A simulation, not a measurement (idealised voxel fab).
process module | voxel wiring stack
cross-section cut | 185 nm wide | cells 5 nm
A cross-section is a grid of square cells, given in bands from the top down. A band is one or more rows of cells.
Each band's line starts with the height of the band's top and of its bottom, in nm. Then come its materials from left to right, each with its width in nm. One material with "throughout" fills the band from edge to edge. "air" is empty space.
Height 0 is the level under which the wafer as received is all one material. The lowest band goes on downwards, as in "0 down".
A width such as "30 to 40" changes by the same amount from each row of cells to the next, from the band's top row to its bottom row.
"no change" after a step means that no cell of the cross-section changed.
closed voids: empty space of 8 cells or more with no open way to the top, each as width x height at its distance from the left edge, in nm
after a step's settings: what the simulator itself notes on the step
overlay nm, on a step with a mask: how far to the right of its planned place the mask lay; to the left if negative
plan
1 op RECEIVE | material Si
2 op CONFORMAL_DEP | material SiO2 | thk nm 15
3 op CONFORMAL_DEP | material SiCN | thk nm 5
4 op DIRECTIONAL_DEP | material SiO2 | thk nm 20
5 op MASKED_ETCH | tone open | mask id METAL_1 | width nm 30 | pitch nm 60 | etch materials SiO2 | depth nm 20 | overlay nm 0
6 op MASKED_ETCH | tone open | mask id METAL_1 | width nm 30 | pitch nm 60 | etch materials SiCN | depth nm 5 | overlay nm 0
7 op CONFORMAL_DEP | material TiN | thk nm 5
8 op FILL_DEP | material Ru | thk nm 10
9 op CMP | height nm 40
10 op CONFORMAL_DEP | material SiCN | thk nm 5
11 op DIRECTIONAL_DEP | material SiO2 | thk nm 25
12 op PATTERN | tone open | mask id METAL_2 | material resist | width nm 30 | pitch nm 60 | thk nm 15 | overlay nm 0
13 op DIRECTIONAL_ETCH | etch materials SiO2 | depth nm 15
14 op STRIP | etch materials resist
15 op MASKED_ETCH | tone open | mask id METAL_2_HOLES | width nm 15 | pitch nm 60 | etch materials SiO2 | depth nm 10 | overlay nm 0
16 op MASKED_ETCH | tone open | mask id METAL_2_HOLES | width nm 15 | pitch nm 60 | etch materials SiCN | depth nm 5 | overlay nm 0
17 op CONFORMAL_DEP | material TiN | thk nm 5
18 op FILL_DEP | material Cu | thk nm 10
19 op CMP | height nm 70
20 op CONFORMAL_DEP | material SiCN | thk nm 5
21 op DIRECTIONAL_DEP | material SiO2 | thk nm 35
22 op MASKED_ETCH | tone open | mask id METAL_3_HOLES | width nm 15 | pitch nm 120 | etch materials SiO2 | depth nm 35 | overlay nm 0
23 op MASKED_ETCH | tone open | mask id METAL_3 | width nm 30 | pitch nm 60 | etch materials SiO2 | depth nm 20 | overlay nm 0
24 op MASKED_ETCH | tone open | mask id METAL_3 | width nm 30 | pitch nm 60 | etch materials SiCN | depth nm 5 | overlay nm 0
25 op CONFORMAL_DEP | material TiN | thk nm 5
26 op FILL_DEP | material Ru | thk nm 5
27 op CMP | height nm 110
28 op CONFORMAL_DEP | material SiCN | thk nm 5
as received, after step 1
  0 down: Si throughout
  closed voids: none
first wafer at the end, as planned
  115 to 110: SiCN throughout
  110 to 95: SiO2 15 | TiN 5 | Ru 20 | TiN 5 | SiO2 30 | TiN 5 | Ru 20 | TiN 5 | SiO2 30 | TiN 5 | Ru 20 | TiN 5 | SiO2 20
  95 to 90: SiO2 15 | TiN 5 | Ru 5 | TiN 20 | SiO2 30 | TiN 30 | SiO2 30 | TiN 5 | Ru 5 | TiN 20 | SiO2 20
  90 to 75: SiO2 15 | TiN 5 | Ru 5 | TiN 5 | SiO2 105 | TiN 5 | Ru 5 | TiN 5 | SiO2 35
  75 to 70: SiCN 15 | TiN 15 | SiCN 105 | TiN 15 | SiCN 35
  70 to 60: SiO2 15 | TiN 5 | Cu 20 | TiN 5 | SiO2 30 | TiN 5 | Cu 20 | TiN 5 | SiO2 30 | TiN 5 | Cu 20 | TiN 5 | SiO2 20
  60 to 55: SiO2 15 | TiN 5 | Cu 5 | TiN 20 | SiO2 30 | TiN 5 | Cu 5 | TiN 20 | SiO2 30 | TiN 5 | Cu 5 | TiN 20 | SiO2 20
  55 to 45: SiO2 15 | TiN 5 | Cu 5 | TiN 5 | SiO2 45 | TiN 5 | Cu 5 | TiN 5 | SiO2 45 | TiN 5 | Cu 5 | TiN 5 | SiO2 35
  45 to 40: SiCN 15 | TiN 15 | SiCN 45 | TiN 15 | SiCN 45 | TiN 15 | SiCN 35
  40 to 20: SiO2 15 | TiN 5 | Ru 20 | TiN 5 | SiO2 30 | TiN 5 | Ru 20 | TiN 5 | SiO2 30 | TiN 5 | Ru 20 | TiN 5 | SiO2 20
  20 to 15: SiCN 15 | TiN 30 | SiCN 30 | TiN 30 | SiCN 30 | TiN 30 | SiCN 20
  15 to 0: SiO2 throughout
  0 down: Si throughout
  closed voids: none
second wafer at the end: like start, like plan, one mistake
  115 to 110: SiCN throughout
  110 to 95: SiO2 15 | TiN 5 | Ru 20 | TiN 5 | SiO2 30 | TiN 5 | Ru 20 | TiN 5 | SiO2 30 | TiN 5 | Ru 20 | TiN 5 | SiO2 20
  95 to 90: SiO2 15 | TiN 5 | Ru 5 | TiN 20 | SiO2 30 | TiN 30 | SiO2 30 | TiN 5 | Ru 5 | TiN 20 | SiO2 20
  90 to 75: SiO2 15 | TiN 5 | Ru 5 | TiN 5 | SiO2 105 | TiN 5 | Ru 5 | TiN 5 | SiO2 35
  75 to 70: SiCN 15 | TiN 15 | SiCN 105 | TiN 15 | SiCN 35
  70 to 60: SiO2 15 | TiN 5 | Cu 20 | TiN 5 | SiO2 30 | TiN 5 | Cu 20 | TiN 5 | SiO2 30 | TiN 5 | Cu 20 | TiN 5 | SiO2 20
  60 to 55: SiO2 15 | TiN 5 | Cu 5 | TiN 20 | SiO2 30 | TiN 5 | Cu 5 | TiN 20 | SiO2 30 | TiN 5 | Cu 5 | TiN 20 | SiO2 20
  55 to 45: SiO2 15 | TiN 5 | Cu 5 | TiN 5 | SiO2 45 | TiN 5 | Cu 5 | TiN 5 | SiO2 45 | TiN 5 | Cu 5 | TiN 5 | SiO2 35
  45 to 40: SiCN 15 | TiN 15 | SiCN 45 | TiN 15 | SiCN 45 | TiN 15 | SiCN 35
  40 to 20: SiO2 20 | TiN 5 | Ru 10 | TiN 5 | SiO2 40 | TiN 5 | Ru 10 | TiN 5 | SiO2 40 | TiN 5 | Ru 10 | TiN 5 | SiO2 25
  20 to 15: SiCN 20 | TiN 20 | SiCN 40 | TiN 20 | SiCN 40 | TiN 20 | SiCN 25
  15 to 0: SiO2 throughout
  0 down: Si throughout
  closed voids: none
what went wrong: step 5 ran as: op MASKED_ETCH | tone open | mask id METAL_1 | width nm 20 | pitch nm 60 | etch materials SiO2 | depth nm 20 | overlay nm 0
at the end the second wafer has, in cells: 24 fewer of Ru | 6 more of SiCN | 24 more of SiO2 | 6 fewer of TiN
